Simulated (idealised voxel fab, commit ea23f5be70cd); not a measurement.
The process module presented herein is designated voxel self aligned vias.
Xsec cut, 290 nm wide, square cell size 5 nm.
Cross-section format: a grid of square cells, given as bands from top to bottom; each band is one or more rows of cells.
Look at the band entry: it leads with the top's height and the bottom's height in nm. Then it lists the materials left to right, with a width in nm for each. The word "all across" on a single material says that material fills the band edge to edge. The word "air" is empty space.
Ref level 0: as-received wafer is one material below here. Bottom band extends down with no lower bound ("top 0, no bottom").
Read "30 to 40" as a graded width: first number on top, second number at the bottom, same change between each pair of neighbouring rows.
When a step is marked "no alterations made", none of the cells in the cross-section changed during that step.
Each empty space that has no open way to the top and spans at least 8 cells appears under "Closed void inventory" as width x height at distance, the distance counted from the left edge, all in nm.
It should be noted that, on the line of a given step, the content following the step's settings is a remark produced by the simulator itself with respect to that step.
overlay nm: mask right of planned place by this much (step with mask). Neg. = left.

# Planned process steps
1,RECEIVE, material Si
2,CONFORMAL_DEP, material SiO2, thk nm 15
3,CONFORMAL_DEP, material SiCN, thk nm 5
4,DIRECTIONAL_DEP, material SiO2, thk nm 20
5,MASKED_ETCH, tone open, mask id LINES, width nm 25, pitch nm 70, etch materials SiO2, depth nm 20, overlay nm 0
6,CONFORMAL_DEP, material TiN, thk nm 5
7,FILL_DEP, material Ru, thk nm 10
8,CMP, height nm 40
9,SELECTIVE_ETCH, etch materials W Ru TiN, depth nm 10
10,FILL_DEP, material SiN, thk nm 5
11,CMP, height nm 40
12,DIRECTIONAL_DEP, material SiO2, thk nm 20
13,PATTERN, tone open, mask id VIAS, material resist, width nm 45, thk nm 20, overlay nm 0
14,DIRECTIONAL_ETCH, etch materials SiO2, depth nm 20
15,DIRECTIONAL_ETCH, etch materials SiN, depth nm 10
16,STRIP, etch materials resist
17,CONFORMAL_DEP, material TiN, thk nm 5
18,FILL_DEP, material W, thk nm 5
19,CMP, height nm 60
20,CONFORMAL_DEP, material SiN, thk nm 5

# First wafer out of two, processed as planned

# Delivered wafer in cross-section: state after step 1
> top 0, no bottom  Si all across
> Closed void inventory: none

# The wafer in cross-section once step 2 is complete
> top 15, bottom 0  SiO2 all across
> Below 0 it's all the same as before, nothing changed down there.

# The wafer in cross-section once step 3 is complete
> top 20, bottom 15  SiCN all across
> Below 15 it's all the same as before, nothing changed down there.

# The wafer in cross-section once step 4 is complete
> top 40, bottom 20  SiO2 all across
> Below 20 it's all the same as before, nothing changed down there.

# The wafer in cross-section once step 5 is complete
> top 40, bottom 20  95 nm SiO2, then 25 nm air, then 45 nm SiO2, then 25 nm air, then 100 nm SiO2
> Below 20 it's all the same as before, nothing changed down there.

# The wafer in cross-section once step 6 is complete
> top 45, bottom 40  100 nm TiN, then 15 nm air, then 55 nm TiN, then 15 nm air, then 105 nm TiN
> top 40, bottom 25  95 nm SiO2, then 5 nm TiN, then 15 nm air, then 5 nm TiN, then 45 nm SiO2, then 5 nm TiN, then 15 nm air, then 5 nm TiN, then 100 nm SiO2
> top 25, bottom 20  95 nm SiO2, then 25 nm TiN, then 45 nm SiO2, then 25 nm TiN, then 100 nm SiO2
> Below 20 it's all the same as before, nothing changed down there.

# The wafer in cross-section once step 7 is complete
> top 55, bottom 45  Ru all across
> top 45, bottom 40  100 nm TiN, then 15 nm Ru, then 55 nm TiN, then 15 nm Ru, then 105 nm TiN
> top 40, bottom 25  95 nm SiO2, then 5 nm TiN, then 15 nm Ru, then 5 nm TiN, then 45 nm SiO2, then 5 nm TiN, then 15 nm Ru, then 5 nm TiN, then 100 nm SiO2
> Below 25 it's all the same as before, nothing changed down there.

# The wafer in cross-section once step 8 is complete
> top 40, bottom 25  95 nm SiO2, then 5 nm TiN, then 15 nm Ru, then 5 nm TiN, then 45 nm SiO2, then 5 nm TiN, then 15 nm Ru, then 5 nm TiN, then 100 nm SiO2
> Below 25 it's all the same as before, nothing changed down there.

# The wafer in cross-section once step 9 is complete
> top 40, bottom 30  95 nm SiO2, then 25 nm air, then 45 nm SiO2, then 25 nm air, then 100 nm SiO2
> Below 30 it's all the same as before, nothing changed down there.

# The wafer in cross-section once step 10 is complete
> top 45, bottom 40  SiN all across
> top 40, bottom 30  95 nm SiO2, then 25 nm SiN, then 45 nm SiO2, then 25 nm SiN, then 100 nm SiO2
> Below 30 it's all the same as before, nothing changed down there.

# The wafer in cross-section once step 11 is complete
> top 40, bottom 30  95 nm SiO2, then 25 nm SiN, then 45 nm SiO2, then 25 nm SiN, then 100 nm SiO2
> Below 30 it's all the same as before, nothing changed down there.

# The wafer in cross-section once step 12 is complete
> top 60, bottom 40  SiO2 all across
> Below 40 it's all the same as before, nothing changed down there.

# The wafer in cross-section once step 13 is complete
> top 80, bottom 60  85 nm resist, then 45 nm air, then 160 nm resist
> Below 60 it's all the same as before, nothing changed down there.

# The wafer in cross-section once step 14 is complete
> top 80, bottom 60  85 nm resist, then 45 nm air, then 160 nm resist
> top 60, bottom 40  85 nm SiO2, then 45 nm air, then 160 nm SiO2
> Below 40 it's all the same as before, nothing changed down there.

# The wafer in cross-section once step 15 is complete
> top 80, bottom 60  85 nm resist, then 45 nm air, then 160 nm resist
> top 60, bottom 40  85 nm SiO2, then 45 nm air, then 160 nm SiO2
> top 40, bottom 30  95 nm SiO2, then 25 nm air, then 45 nm SiO2, then 25 nm SiN, then 100 nm SiO2
> Below 30 it's all the same as before, nothing changed down there.

# The wafer in cross-section once step 16 is complete
> top 60, bottom 40  85 nm SiO2, then 45 nm air, then 160 nm SiO2
> Below 40 it's all the same as before, nothing changed down there.

# The wafer in cross-section once step 17 is complete
> top 65, bottom 60  90 nm TiN, then 35 nm air, then 165 nm TiN
> top 60, bottom 45  85 nm SiO2, then 5 nm TiN, then 35 nm air, then 5 nm TiN, then 160 nm SiO2
> top 45, bottom 40  85 nm SiO2, then 15 nm TiN, then 15 nm air, then 15 nm TiN, then 160 nm SiO2
> top 40, bottom 35  95 nm SiO2, then 5 nm TiN, then 15 nm air, then 5 nm TiN, then 45 nm SiO2, then 25 nm SiN, then 100 nm SiO2
> top 35, bottom 30  95 nm SiO2, then 25 nm TiN, then 45 nm SiO2, then 25 nm SiN, then 100 nm SiO2
> Below 30 it's all the same as before, nothing changed down there.

# The wafer in cross-section once step 18 is complete
> top 70, bottom 65  W all across
> top 65, bottom 60  90 nm TiN, then 35 nm W, then 165 nm TiN
> top 60, bottom 45  85 nm SiO2, then 5 nm TiN, then 35 nm W, then 5 nm TiN, then 160 nm SiO2
> top 45, bottom 40  85 nm SiO2, then 15 nm TiN, then 15 nm W, then 15 nm TiN, then 160 nm SiO2
> top 40, bottom 35  95 nm SiO2, then 5 nm TiN, then 15 nm W, then 5 nm TiN, then 45 nm SiO2, then 25 nm SiN, then 100 nm SiO2
> Below 35 it's all the same as before, nothing changed down there.

# The wafer in cross-section once step 19 is complete
> top 60, bottom 45  85 nm SiO2, then 5 nm TiN, then 35 nm W, then 5 nm TiN, then 160 nm SiO2
> Below 45 it's all the same as before, nothing changed down there.

# The wafer in cross-section once step 20 is complete
> top 65, bottom 60  SiN all across
> Below 60 it's all the same as before, nothing changed down there.

# Here the second wafer is described. Its start and its plan were those of the first wafer. Its run contained one mistake. Up to and including step 5, it did exactly what the first wafer did

# Cross-section of the second wafer at the time by which step 6 should have been completed according to the plan
> top 45, bottom 25  100 nm SiO2, then 15 nm air, then 55 nm SiO2, then 15 nm air, then 105 nm SiO2
> top 25, bottom 20  SiO2 all across
> Below 20 it's all the same as before, nothing changed down there.

# Cross-section of the second wafer at the time by which step 7 should have been completed according to the plan
> top 55, bottom 45  Ru all across
> top 45, bottom 25  100 nm SiO2, then 15 nm Ru, then 55 nm SiO2, then 15 nm Ru, then 105 nm SiO2
> Below 25 it's all the same as before, nothing changed down there.

# Cross-section of the second wafer at the time by which step 8 should have been completed according to the plan
> top 40, bottom 25  100 nm SiO2, then 15 nm Ru, then 55 nm SiO2, then 15 nm Ru, then 105 nm SiO2
> Below 25 it's all the same as before, nothing changed down there.

# Cross-section of the second wafer at the time by which step 9 should have been completed according to the plan
> top 40, bottom 30  100 nm SiO2, then 15 nm air, then 55 nm SiO2, then 15 nm air, then 105 nm SiO2
> Below 30 it's all the same as before, nothing changed down there.

# Cross-section of the second wafer at the time by which step 10 should have been completed according to the plan
> top 45, bottom 40  SiN all across
> top 40, bottom 30  100 nm SiO2, then 15 nm SiN, then 55 nm SiO2, then 15 nm SiN, then 105 nm SiO2
> Below 30 it's all the same as before, nothing changed down there.

# Cross-section of the second wafer at the time by which step 11 should have been completed according to the plan
> top 40, bottom 30  100 nm SiO2, then 15 nm SiN, then 55 nm SiO2, then 15 nm SiN, then 105 nm SiO2
> Below 30 it's all the same as before, nothing changed down there.

# Cross-section of the second wafer at the time by which step 12 should have been completed according to the plan
> top 60, bottom 40  SiO2 all across
> Below 40 it's all the same as before, nothing changed down there.

# Cross-section of the second wafer at the time by which step 13 should have been completed according to the plan
> top 80, bottom 60  85 nm resist, then 45 nm air, then 160 nm resist
> Below 60 it's all the same as before, nothing changed down there.

# Cross-section of the second wafer at the time by which step 14 should have been completed according to the plan
> top 80, bottom 60  85 nm resist, then 45 nm air, then 160 nm resist
> top 60, bottom 40  85 nm SiO2, then 45 nm air, then 160 nm SiO2
> Below 40 it's all the same as before, nothing changed down there.

# Cross-section of the second wafer at the time by which step 15 should have been completed according to the plan
> top 80, bottom 60  85 nm resist, then 45 nm air, then 160 nm resist
> top 60, bottom 40  85 nm SiO2, then 45 nm air, then 160 nm SiO2
> top 40, bottom 30  100 nm SiO2, then 15 nm air, then 55 nm SiO2, then 15 nm SiN, then 105 nm SiO2
> Below 30 it's all the same as before, nothing changed down there.

# Cross-section of the second wafer at the time by which step 16 should have been completed according to the plan
> top 60, bottom 40  85 nm SiO2, then 45 nm air, then 160 nm SiO2
> Below 40 it's all the same as before, nothing changed down there.

# Cross-section of the second wafer at the time by which step 17 should have been completed according to the plan
> top 65, bottom 60  90 nm TiN, then 35 nm air, then 165 nm TiN
> top 60, bottom 45  85 nm SiO2, then 5 nm TiN, then 35 nm air, then 5 nm TiN, then 160 nm SiO2
> top 45, bottom 40  85 nm SiO2, then 20 nm TiN, then 5 nm air, then 20 nm TiN, then 160 nm SiO2
> top 40, bottom 35  100 nm SiO2, then 5 nm TiN, then 5 nm air, then 5 nm TiN, then 55 nm SiO2, then 15 nm SiN, then 105 nm SiO2
> top 35, bottom 30  100 nm SiO2, then 15 nm TiN, then 55 nm SiO2, then 15 nm SiN, then 105 nm SiO2
> Below 30 it's all the same as before, nothing changed down there.

# Cross-section of the second wafer at the time by which step 18 should have been completed according to the plan
> top 70, bottom 65  W all across
> top 65, bottom 60  90 nm TiN, then 35 nm W, then 165 nm TiN
> top 60, bottom 45  85 nm SiO2, then 5 nm TiN, then 35 nm W, then 5 nm TiN, then 160 nm SiO2
> top 45, bottom 40  85 nm SiO2, then 20 nm TiN, then 5 nm W, then 20 nm TiN, then 160 nm SiO2
> top 40, bottom 35  100 nm SiO2, then 5 nm TiN, then 5 nm W, then 5 nm TiN, then 55 nm SiO2, then 15 nm SiN, then 105 nm SiO2
> Below 35 it's all the same as before, nothing changed down there.

# Cross-section of the second wafer at the time by which step 19 should have been completed according to the plan
> top 60, bottom 45  85 nm SiO2, then 5 nm TiN, then 35 nm W, then 5 nm TiN, then 160 nm SiO2
> Below 45 it's all the same as before, nothing changed down there.

# Cross-section of the second wafer at the time by which step 20 should have been completed according to the plan
> top 65, bottom 60  SiN all across
> Below 60 it's all the same as before, nothing changed down there.
Here's what went sideways: step 6 ran as: CONFORMAL_DEP, material SiO2, thk nm 5
Final comparison by cell count, materials where the second wafer has more or fewer than the first: SiN: 4 fewer | SiO2: 22 more | TiN: 14 fewer | W: 4 fewer
